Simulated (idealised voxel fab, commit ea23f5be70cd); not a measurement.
This section sets out a process module, namely voxel fin reveal.
We display cut, a cross-section 270 nm in width whose square cells are each 5 nm.
Think of the cross-section as a grid of square cells. We describe it in bands, top to bottom, and each band covers one or more rows of those cells.
Read a band's entry like this: the first values are the height of its top and the height of its bottom in nm, and what follows is the sequence of materials from left to right, each with its width in nm. Note that "air" is empty space, and that a single material marked "full width" reaches across the band from edge to edge.
Heads up on the height convention: 0 is the point under which the incoming wafer is all one material, and the lowest band has no bottom, it just keeps going down, like "z 0 and below".
A two-number width, for instance "30..40", indicates that the width is equal to the first number in the top row of the band and to the second number in the bottom row, and that it changes by a constant amount per row of cells.
The designation "nothing different", where it is given for a processing step, indicates that no cell of the cross-section was altered in the course of that step.
The list in "Enclosed cavities" covers empty spaces of 8 cells or more that cannot reach the top through any open way, and it gives each as width x height at distance; the distance is from the left edge, and width, height and distance are in nm.
Step line, after settings: the simulator's comment on this step.
On any step carrying a mask, the "overlay nm" setting, if present on the step's line, tells how far right of its planned place the mask lay; negative values point to the left.
## Set out below are the planned steps of the process
step 1: RECEIVE (material Si)
step 2: CONFORMAL_DEP (material SiN; thk nm 5)
step 3: PATTERN (tone cover; mask id FINS; material resist; width nm 15; pitch nm 40; thk nm 15; overlay nm 0)
step 4: DIRECTIONAL_ETCH (etch materials SiN; depth nm 5)
step 5: DIRECTIONAL_ETCH (etch materials Si; depth nm 40)
step 6: STRIP (etch materials resist)
step 7: OXIDIZE (depth nm 5)
step 8: FILL_DEP (material SiO2; thk nm 10)
step 9: CMP (height nm 5)
step 10: SELECTIVE_ETCH (etch materials SiO2; depth nm 30)
step 11: STRIP (etch materials SiN)
## First of the two wafers, run per plan
## Wafer cross-section on receipt, i.e. after step 1
  z 0 and below: Si full width
  Enclosed cavities: none
## after step 2
  z 5 to 0: SiN full width
  Nothing below the height 0 has changed.
## after step 3
  z 20 to 5: 65 air / 15 resist / 25 air / 15 resist / 25 air / 15 resist / 25 air / 15 resist / 70 air
  Nothing below the height 5 has changed.
## after step 4
  z 20 to 5: 65 air / 15 resist / 25 air / 15 resist / 25 air / 15 resist / 25 air / 15 resist / 70 air
  z 5 to 0: 65 air / 15 SiN / 25 air / 15 SiN / 25 air / 15 SiN / 25 air / 15 SiN / 70 air
  Nothing below the height 0 has changed.
## after step 5
  z 20 to 5: 65 air / 15 resist / 25 air / 15 resist / 25 air / 15 resist / 25 air / 15 resist / 70 air
  z 5 to 0: 65 air / 15 SiN / 25 air / 15 SiN / 25 air / 15 SiN / 25 air / 15 SiN / 70 air
  z 0 to -40: 65 air / 15 Si / 25 air / 15 Si / 25 air / 15 Si / 25 air / 15 Si / 70 air
  Nothing below the height -40 has changed.
## after step 6
  z 5 to 0: 65 air / 15 SiN / 25 air / 15 SiN / 25 air / 15 SiN / 25 air / 15 SiN / 70 air
  Nothing below the height 0 has changed.
## after step 7
  z 5 to 0: 65 air / 15 SiN / 25 air / 15 SiN / 25 air / 15 SiN / 25 air / 15 SiN / 70 air
  z 0 to -40: 65 air / 5 SiO2 / 5 Si / 5 SiO2 / 25 air / 5 SiO2 / 5 Si / 5 SiO2 / 25 air / 5 SiO2 / 5 Si / 5 SiO2 / 25 air / 5 SiO2 / 5 Si / 5 SiO2 / 70 air
  z -40 to -45: 70 SiO2 / 5 Si / 35 SiO2 / 5 Si / 35 SiO2 / 5 Si / 35 SiO2 / 5 Si / 75 SiO2
  Nothing below the height -45 has changed.
## after step 8
  z 15 to 5: SiO2 full width
  z 5 to 0: 65 SiO2 / 15 SiN / 25 SiO2 / 15 SiN / 25 SiO2 / 15 SiN / 25 SiO2 / 15 SiN / 70 SiO2
  z 0 to -45: 70 SiO2 / 5 Si / 35 SiO2 / 5 Si / 35 SiO2 / 5 Si / 35 SiO2 / 5 Si / 75 SiO2
  Nothing below the height -45 has changed.
## after step 9
  z 5 to 0: 65 SiO2 / 15 SiN / 25 SiO2 / 15 SiN / 25 SiO2 / 15 SiN / 25 SiO2 / 15 SiN / 70 SiO2
  Nothing below the height 0 has changed.
## after step 10
  z 5 to 0: 65 air / 15 SiN / 25 air / 15 SiN / 25 air / 15 SiN / 25 air / 15 SiN / 70 air
  z 0 to -25: 70 air / 5 Si / 35 air / 5 Si / 35 air / 5 Si / 35 air / 5 Si / 75 air
  Nothing below the height -25 has changed.
## after step 11
  z 0 to -25: 70 air / 5 Si / 35 air / 5 Si / 35 air / 5 Si / 35 air / 5 Si / 75 air
  Nothing below the height -25 has changed.
## The second wafer was prepared from the same starting point and under the same plan as the first; its processing contained one mistake, and it remains indistinguishable from the first wafer up to and including step 2
## Cross-section of the second wafer at the time step 3 of the plan should have ended
  z 20 to 5: 65 resist / 15 air / 25 resist / 15 air / 25 resist / 15 air / 25 resist / 15 air / 70 resist
  Nothing below the height 5 has changed.
## Cross-section of the second wafer at the time step 4 of the plan should have ended
  z 20 to 5: 65 resist / 15 air / 25 resist / 15 air / 25 resist / 15 air / 25 resist / 15 air / 70 resist
  z 5 to 0: 65 SiN / 15 air / 25 SiN / 15 air / 25 SiN / 15 air / 25 SiN / 15 air / 70 SiN
  Nothing below the height 0 has changed.
## Cross-section of the second wafer at the time step 5 of the plan should have ended
  z 20 to 5: 65 resist / 15 air / 25 resist / 15 air / 25 resist / 15 air / 25 resist / 15 air / 70 resist
  z 5 to 0: 65 SiN / 15 air / 25 SiN / 15 air / 25 SiN / 15 air / 25 SiN / 15 air / 70 SiN
  z 0 to -40: 65 Si / 15 air / 25 Si / 15 air / 25 Si / 15 air / 25 Si / 15 air / 70 Si
  Nothing below the height -40 has changed.
## Cross-section of the second wafer at the time step 6 of the plan should have ended
  z 5 to 0: 65 SiN / 15 air / 25 SiN / 15 air / 25 SiN / 15 air / 25 SiN / 15 air / 70 SiN
  Nothing below the height 0 has changed.
## Cross-section of the second wafer at the time step 7 of the plan should have ended
  z 5 to 0: 65 SiN / 15 air / 25 SiN / 15 air / 25 SiN / 15 air / 25 SiN / 15 air / 70 SiN
  z 0 to -40: 60 Si / 5 SiO2 / 15 air / 5 SiO2 / 15 Si / 5 SiO2 / 15 air / 5 SiO2 / 15 Si / 5 SiO2 / 15 air / 5 SiO2 / 15 Si / 5 SiO2 / 15 air / 5 SiO2 / 65 Si
  z -40 to -45: 60 Si / 25 SiO2 / 15 Si / 25 SiO2 / 15 Si / 25 SiO2 / 15 Si / 25 SiO2 / 65 Si
  Nothing below the height -45 has changed.
## Cross-section of the second wafer at the time step 8 of the plan should have ended
  z 15 to 5: SiO2 full width
  z 5 to 0: 65 SiN / 15 SiO2 / 25 SiN / 15 SiO2 / 25 SiN / 15 SiO2 / 25 SiN / 15 SiO2 / 70 SiN
  z 0 to -45: 60 Si / 25 SiO2 / 15 Si / 25 SiO2 / 15 Si / 25 SiO2 / 15 Si / 25 SiO2 / 65 Si
  Nothing below the height -45 has changed.
## Cross-section of the second wafer at the time step 9 of the plan should have ended
  z 5 to 0: 65 SiN / 15 SiO2 / 25 SiN / 15 SiO2 / 25 SiN / 15 SiO2 / 25 SiN / 15 SiO2 / 70 SiN
  Nothing below the height 0 has changed.
## Cross-section of the second wafer at the time step 10 of the plan should have ended
  z 5 to 0: 65 SiN / 15 air / 25 SiN / 15 air / 25 SiN / 15 air / 25 SiN / 15 air / 70 SiN
  z 0 to -25: 60 Si / 25 air / 15 Si / 25 air / 15 Si / 25 air / 15 Si / 25 air / 65 Si
  Nothing below the height -25 has changed.
## Cross-section of the second wafer at the time step 11 of the plan should have ended
  z 0 to -25: 60 Si / 25 air / 15 Si / 25 air / 15 Si / 25 air / 15 Si / 25 air / 65 Si
  Nothing below the height -25 has changed.
Deviation from plan: step 3 did not use the planned setting and instead ran as PATTERN (tone open; mask id FINS; material resist; width nm 15; pitch nm 40; thk nm 15; overlay nm 0)
FYI, end of process, the second wafer has more or fewer cells of some materials than the first: 270 more of Si | 120 fewer of SiO2
